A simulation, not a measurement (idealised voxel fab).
You're looking at the process module voxel ribs on slabs.
It is cross-section cut that appears here, measuring 180 nm in width, its square cells being 5 nm in size.
Just so we're on the same page, the cross-sections are grids of square cells, and they're listed out in bands top to bottom, each band one or more rows deep.
It is stipulated that each band's entry specify, in nanometres, the height of the top of the band and then that of its bottom, followed by the materials of the band in left-to-right sequence, each together with its width in nanometres. A single material marked by the word "edge to edge" is understood to fill the band from edge to edge; the word "air" is understood to denote empty space.
Height reference: 0 = level under which incoming wafer is all one material. Lowest band: no bottom, runs on downward, e.g. "0 nm and below".
Note: "30->40" means the width goes from the first number (top row of the band) to the second number (bottom row) in equal steps per row of cells.
A step reported as "no change occurred" is a step in which no cell of the cross-section changed.
Entry "Closed empty spaces" = empty spaces >= 8 cells with no open way to the top; each as width x height at distance, distance from left edge, all nm.
after a step's settings: what the simulator itself notes on the step
overlay nm: where the mask lay relative to plan, measured to the right, on steps with a mask; negatives go left.
### Steps in the process plan
1: op RECEIVE | material Si
2: op DIRECTIONAL_DEP | material SiO2 | thk nm 30
3: op DIRECTIONAL_DEP | material SiN | thk nm 25
4: op DIRECTIONAL_DEP | material aC | thk nm 15
5: op PATTERN | tone cover | mask id RIB | material resist | width nm 25 | thk nm 35 | overlay nm 0
6: op DIRECTIONAL_ETCH | etch materials aC | depth nm 15
7: op STRIP | etch materials resist
8: op DIRECTIONAL_ETCH | etch materials SiN | depth nm 5
9: op STRIP | etch materials aC
10: op PATTERN | tone cover | mask id SLAB | material resist | width nm 65 | thk nm 15 | overlay nm 0
11: op DIRECTIONAL_ETCH | etch materials SiN | depth nm 20
12: op STRIP | etch materials resist
13: op FILL_DEP | material SiO2 | thk nm 25
14: op CMP | height nm 75
15: op DIRECTIONAL_DEP | material TiN | thk nm 10
16: op MASKED_ETCH | tone cover | mask id HEATER | width nm 35 | etch materials TiN | depth nm 10 | overlay nm 0
17: op CONFORMAL_DEP | material SiN | thk nm 10
### Wafer at receipt (post step 1), cross-section
0 nm and below | Si edge to edge
Closed empty spaces: none
### End-of-module cross-section of the first of two wafers, processed as planned
95 nm to 85 nm | 60 of air; 55 of SiN; 65 of air
85 nm to 75 nm | 70 of SiN; 35 of TiN; 75 of SiN
75 nm to 55 nm | SiO2 edge to edge
55 nm to 50 nm | 75 of SiO2; 25 of SiN; 80 of SiO2
50 nm to 30 nm | 55 of SiO2; 65 of SiN; 60 of SiO2
30 nm to 0 nm | SiO2 edge to edge
0 nm and below | Si edge to edge
Closed empty spaces: none
### Here's the second of our two wafers sectioned at module end. Same start as the first, same plan, but one mistake got made running it
95 nm to 85 nm | 60 of air; 55 of SiN; 65 of air
85 nm to 75 nm | 70 of SiN; 35 of TiN; 75 of SiN
75 nm to 25 nm | SiO2 edge to edge
25 nm to 0 nm | SiN edge to edge
0 nm and below | Si edge to edge
Closed empty spaces: none
Diagnosis: the run placed steps 2 and 3 each in the position the plan gave to the other
The second wafer ends with more or fewer cells of some materials than the first, per final count: SiN: 123 more, SiO2: 123 fewer
